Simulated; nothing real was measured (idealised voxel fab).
Title: Process Module voxel wiring stack
Square cells of 5 nm make up the cross-section cut, whose width is 290 nm.
This document writes a cross-section as a grid whose cells are square, and gives it as bands, listed from the top down; one or more rows of cells form a band. For a band, the entry starts with two heights in nm, that of the top and then that of the bottom, and carries on with the band's materials in order from left to right, each alongside its width in nm; the word "throughout" beside a single material means it fills the band edge to edge, and "air" means empty space. Where do heights start? At 0: under that level the wafer as delivered is made of one material only. And the lowest band has no floor; it just carries on downward, as in "0 down". You'd read "30..40" like this: the band's top row of cells is as wide as the first number, its bottom row is as wide as the second, and going down, every row changes width by the same amount as the row before did. "remains unaltered" -> step changed no cross-section cell. In the "Sealed-off cavities" entry, you get each enclosed empty space of 8 cells or more, one with no open way to the top, written width x height at distance, distance from the left edge, in nm. It should be noted that, on the line of a given step, the content following the step's settings is a remark produced by the simulator itself with respect to that step. "overlay nm" denotes, for a step that has a mask, the displacement of the mask to the right of its planned place, with negative values corresponding to the left.
[These are the steps we planned for the process]
1: RECEIVE with material Si
2: CONFORMAL_DEP with material SiO2, thk nm 15
3: DIRECTIONAL_DEP with material TiN, thk nm 5
4: DIRECTIONAL_DEP with material Ru, thk nm 25
5: DIRECTIONAL_DEP with material aC, thk nm 10
6: PATTERN with tone cover, mask id METAL_1, material resist, width nm 25, pitch nm 40, thk nm 30, overlay nm 0
7: DIRECTIONAL_ETCH with etch materials aC, depth nm 10
8: STRIP with etch materials resist
9: DIRECTIONAL_ETCH with etch materials Ru, depth nm 25
10: DIRECTIONAL_ETCH with etch materials TiN, depth nm 5
11: STRIP with etch materials aC
12: FILL_DEP with material lowk, thk nm 10
13: CMP with height nm 45
14: CONFORMAL_DEP with material SiCN, thk nm 5
15: DIRECTIONAL_DEP with material SiO2, thk nm 20
16: PATTERN with tone open, mask id PLUG_1, material resist, width nm 15, pitch nm 40, thk nm 20, overlay nm 0
17: DIRECTIONAL_ETCH with etch materials SiO2, depth nm 20
18: DIRECTIONAL_ETCH with etch materials SiCN, depth nm 5
19: STRIP with etch materials resist
20: EPI with material Ru, thk nm 10
21: EPI with material Ru, thk nm 10
22: EPI with material Ru, thk nm 5
23: DIRECTIONAL_DEP with material TiN, thk nm 5
24: DIRECTIONAL_DEP with material Ru, thk nm 20
25: DIRECTIONAL_DEP with material aC, thk nm 15
26: PATTERN with tone cover, mask id METAL_2, material resist, width nm 25, pitch nm 40, thk nm 30, overlay nm 0
27: DIRECTIONAL_ETCH with etch materials aC, depth nm 15
28: STRIP with etch materials resist
29: DIRECTIONAL_ETCH with etch materials Ru, depth nm 20
30: DIRECTIONAL_ETCH with etch materials TiN, depth nm 5
31: STRIP with etch materials aC
32: FILL_DEP with material lowk, thk nm 10
33: CMP with height nm 95
34: CONFORMAL_DEP with material SiCN, thk nm 5
35: DIRECTIONAL_DEP with material SiO2, thk nm 30
36: DIRECTIONAL_DEP with material aC, thk nm 10
37: PATTERN with tone open, mask id METAL_3, material resist, width nm 25, pitch nm 40, thk nm 25, overlay nm 0
38: DIRECTIONAL_ETCH with etch materials aC, depth nm 10
39: STRIP with etch materials resist
40: DIRECTIONAL_ETCH with etch materials SiO2, depth nm 15
41: STRIP with etch materials aC
42: PATTERN with tone open, mask id METAL_3_HOLES, material resist, width nm 15, thk nm 15, overlay nm 0
43: DIRECTIONAL_ETCH with etch materials SiO2, depth nm 15
44: DIRECTIONAL_ETCH with etch materials SiCN, depth nm 5
45: STRIP with etch materials resist
46: CONFORMAL_DEP with material TiN, thk nm 5
47: FILL_DEP with material Cu, thk nm 5
48: CMP with height nm 130
49: CONFORMAL_DEP with material SiCN, thk nm 5
50: DIRECTIONAL_DEP with material SiO2, thk nm 25
51: MASKED_ETCH with tone open, mask id METAL_4_HOLES, width nm 15, pitch nm 40, etch materials SiO2, depth nm 25, overlay nm 0
52: PATTERN with tone open, mask id METAL_4, material resist, width nm 25, pitch nm 40, thk nm 20, overlay nm 0
53: DIRECTIONAL_ETCH with etch materials SiO2, depth nm 15
54: DIRECTIONAL_ETCH with etch materials SiCN, depth nm 5
55: STRIP with etch materials resist
56: CONFORMAL_DEP with material TiN, thk nm 5
57: FILL_DEP with material Cu, thk nm 5
58: CMP with height nm 160
59: CONFORMAL_DEP with material SiCN, thk nm 5
[Step 1 complete: cross-section of the wafer as received]
  0 down: Si throughout
  Sealed-off cavities: none
[Cross-section, end of module. Start: as above. Plan: as above. Execution: one mistake]
  165 to 160: SiCN throughout
  160 to 150: SiO2 (110), then TiN (5), then Cu (15), then TiN (5), then SiO2 (15), then TiN (5), then Cu (15), then TiN (5), then SiO2 (115)
  150 to 145: SiO2 (110), then TiN (5), then Cu (5), then TiN (15), then SiO2 (15), then TiN (5), then Cu (5), then TiN (15), then SiO2 (115)
  145 to 135: SiO2 (110), then TiN (5), then Cu (5), then TiN (5), then SiO2 (25), then TiN (5), then Cu (5), then TiN (5), then SiO2 (125)
  135 to 130: SiCN (110), then TiN (15), then SiCN (25), then TiN (15), then SiCN (125)
  130 to 120: SiO2 (110), then TiN (5), then Cu (15), then TiN (5), then SiO2 (15), then TiN (5), then Cu (15), then TiN (5), then SiO2 (115)
  120 to 115: SiO2 (110), then TiN (5), then Cu (5), then TiN (15), then SiO2 (15), then TiN (25), then SiO2 (115)
  115 to 100: SiO2 (110), then TiN (5), then Cu (5), then TiN (5), then SiO2 (165)
  100 to 95: SiCN (110), then TiN (15), then SiCN (165)
  95 to 80: lowk (110), then Ru (25), then lowk (15), then Ru (25), then lowk (115)
  80 to 75: Ru throughout
  75 to 70: TiN (110), then Ru (15), then TiN (25), then Ru (15), then TiN (125)
  70 to 65: SiO2 (110), then TiN (15), then SiO2 (25), then TiN (15), then SiO2 (125)
  65 to 50: SiO2 (110), then Ru (15), then SiO2 (25), then Ru (15), then SiO2 (125)
  50 to 45: SiCN (110), then Ru (15), then SiCN (25), then Ru (15), then SiCN (125)
  45 to 20: lowk (110), then Ru (25), then lowk (15), then Ru (25), then lowk (115)
  20 to 15: lowk (110), then TiN (25), then lowk (15), then TiN (25), then lowk (115)
  15 to 0: SiO2 throughout
  0 down: Si throughout
  Sealed-off cavities: none
Error vs. plan: the intended sequence of steps 22 and 23 was reversed during processing, with each occupying the position of the other
